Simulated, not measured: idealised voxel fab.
Process module in this document: voxel transistor to metal
Xsec cut, 165 nm wide, square cell size 5 nm.
This document writes a cross-section as a grid whose cells are square, and gives it as bands, listed from the top down; one or more rows of cells form a band. What a band's entry tells you: where the top is and where the bottom is, as heights in nm, and after that what lies inside, material by material from left to right, each with its width in nm. Empty space is written as the word "blank", and a single material marked with the word "edge to edge" occupies the band from edge to edge. The level at which height equals 0 is the one under which the wafer, as it arrives, is entirely one material. No lower edge exists for the bottom band, which continues downward and is notated as in "0 and below". Width "30 to 40": first value at the band's top row of cells, second value at its bottom row, equal change from row to row. What does "no modifications" mean for a step? It means no cell of the cross-section changed in that step. So "Voids lacking openings" is basically the list of trapped voids: any empty space of 8 cells or more that can't reach the top through an opening. They're written width x height at distance, the distance being from the left edge, and it's all nm. Whatever follows a step's settings on its line is a remark the simulator itself makes about that step. When a step includes a mask, the "overlay nm" setting on its line states how far to the right of its planned place that mask lay, and negative values state how far to the left.

plan:
1) RECEIVE: material Si
2) OXIDIZE: depth nm 5
3) CONFORMAL_DEP: material SiN, thk nm 15
4) DIRECTIONAL_DEP: material aC, thk nm 10
5) PATTERN: tone cover, mask id ACTIVE, material resist, width nm 115, thk nm 25, overlay nm 0
6) DIRECTIONAL_ETCH: etch materials aC, depth nm 10
7) STRIP: etch materials resist
8) DIRECTIONAL_ETCH: etch materials SiN, depth nm 15
9) DIRECTIONAL_ETCH: etch materials SiO2, depth nm 5
10) DIRECTIONAL_ETCH: etch materials Si, depth nm 25
11) STRIP: etch materials aC
12) OXIDIZE: depth nm 5
13) FILL_DEP: material SiO2, thk nm 15
14) CMP: height nm 15
15) SELECTIVE_ETCH: etch materials SiO2, depth nm 5
16) STRIP: etch materials SiN
17) SELECTIVE_ETCH: etch materials SiO2, depth nm 5
18) OXIDIZE: depth nm 5
19) DIRECTIONAL_DEP: material polySi, thk nm 25
20) DIRECTIONAL_DEP: material SiCN, thk nm 15
21) PATTERN: tone cover, mask id GATE, material resist, width nm 35, thk nm 20, overlay nm 0
22) DIRECTIONAL_ETCH: etch materials SiCN, depth nm 25
23) DIRECTIONAL_ETCH: etch materials polySi, depth nm 35
24) STRIP: etch materials resist
25) CONFORMAL_DEP: material SiN, thk nm 5
26) DIRECTIONAL_ETCH: etch materials SiN, depth nm 5
27) DIRECTIONAL_ETCH: etch materials SiO2, depth nm 5
28) DIRECTIONAL_ETCH: etch materials Si, depth nm 15
29) EPI: material pSi, thk nm 15
30) FILL_DEP: material SiO2, thk nm 10
31) CMP: height nm 20
32) STRIP: etch materials polySi
33) SELECTIVE_ETCH: etch materials SiO2, depth nm 5
34) CONFORMAL_DEP: material HfO2, thk nm 5
35) CONFORMAL_DEP: material TiN, thk nm 5
36) FILL_DEP: material W, thk nm 5
37) CMP: height nm 15
38) DIRECTIONAL_DEP: material SiO2, thk nm 15
39) DIRECTIONAL_DEP: material aC, thk nm 15
40) PATTERN: tone open, mask id CONTACT, material resist, width nm 15, pitch nm 80, thk nm 35, overlay nm 0
41) DIRECTIONAL_ETCH: etch materials aC, depth nm 15
42) STRIP: etch materials resist
43) DIRECTIONAL_ETCH: etch materials SiO2, depth nm 40
44) STRIP: etch materials aC
45) CONFORMAL_DEP: material TiN, thk nm 5
46) FILL_DEP: material W, thk nm 10
47) CMP: height nm 30
48) CONFORMAL_DEP: material SiCN, thk nm 5
49) DIRECTIONAL_DEP: material lowk, thk nm 20
50) PATTERN: tone open, mask id METAL_1, material resist, width nm 15, pitch nm 80, thk nm 15, overlay nm 0
51) DIRECTIONAL_ETCH: etch materials lowk, depth nm 20
52) DIRECTIONAL_ETCH: etch materials SiCN, depth nm 5
53) STRIP: etch materials resist
54) CONFORMAL_DEP: material TiN, thk nm 5
55) FILL_DEP: material Cu, thk nm 5
56) CMP: height nm 55
57) CONFORMAL_DEP: material SiCN, thk nm 5
58) DIRECTIONAL_DEP: material SiO2, thk nm 35
59) PATTERN: tone open, mask id METAL_2, material resist, width nm 15, pitch nm 80, thk nm 20, overlay nm 0
60) DIRECTIONAL_ETCH: etch materials SiO2, depth nm 20
61) STRIP: etch materials resist
62) MASKED_ETCH: tone open, mask id METAL_2_HOLES, width nm 15, pitch nm 80, etch materials SiO2, depth nm 15, overlay nm 0
63) MASKED_ETCH: tone open, mask id METAL_2_HOLES, width nm 15, pitch nm 80, etch materials SiCN, depth nm 5, overlay nm 0
64) CONFORMAL_DEP: material TiN, thk nm 5
65) FILL_DEP: material Ru, thk nm 10
66) CMP: height nm 95
67) CONFORMAL_DEP: material SiCN, thk nm 5

Received-state cross-section, reflecting completion of step 1:
  0 and below  Si edge to edge
  Voids lacking openings: none

Final wafer profile in cross-section after the module, from the same start and plan as above, with one mistake made during processing:
  100 down to 95  SiCN edge to edge
  95 down to 60  SiO2 35 | TiN 5 | Ru 5 | TiN 5 | SiO2 65 | TiN 5 | Ru 5 | TiN 5 | SiO2 35
  60 down to 55  SiCN 35 | TiN 15 | SiCN 65 | TiN 15 | SiCN 35
  55 down to 35  lowk 35 | TiN 5 | Cu 5 | TiN 5 | lowk 65 | TiN 5 | Cu 5 | TiN 5 | lowk 35
  35 down to 30  SiCN 35 | TiN 15 | SiCN 65 | TiN 15 | SiCN 35
  30 down to 15  SiO2 35 | TiN 5 | W 5 | TiN 5 | SiO2 65 | TiN 5 | W 5 | TiN 5 | SiO2 35
  15 down to 10  SiO2 35 | TiN 5 | W 5 | TiN 5 | SiO2 10 | SiN 5 | HfO2 5 | TiN 5 | W 15 | TiN 5 | HfO2 5 | SiN 5 | SiO2 10 | TiN 5 | W 5 | TiN 5 | SiO2 35
  10 down to 5  SiO2 35 | TiN 5 | W 5 | TiN 5 | SiO2 10 | SiN 5 | HfO2 5 | TiN 25 | HfO2 5 | SiN 5 | SiO2 10 | TiN 5 | W 5 | TiN 5 | SiO2 35
  5 down to 0  SiO2 25 | SiN 5 | SiO2 5 | TiN 5 | W 5 | TiN 5 | SiO2 10 | HfO2 45 | SiO2 10 | TiN 5 | W 5 | TiN 5 | SiO2 5 | SiN 5 | SiO2 25
  0 down to -5  SiO2 25 | SiN 5 | SiO2 5 | TiN 5 | W 5 | TiN 5 | SiO2 65 | TiN 5 | W 5 | TiN 5 | SiO2 5 | SiN 5 | SiO2 25
  -5 down to -10  SiO2 35 | TiN 15 | SiO2 65 | TiN 15 | SiO2 35
  -10 down to -25  pSi 20 | SiO2 125 | pSi 20
  -25 down to -35  Si 20 | SiO2 125 | Si 20
  -35 and below  Si edge to edge
  Voids lacking openings: none
What was the processing mistake? step 5 was processed under conditions differing from the plan, specifically as PATTERN: tone open, mask id ACTIVE, material resist, width nm 115, thk nm 25, overlay nm 0
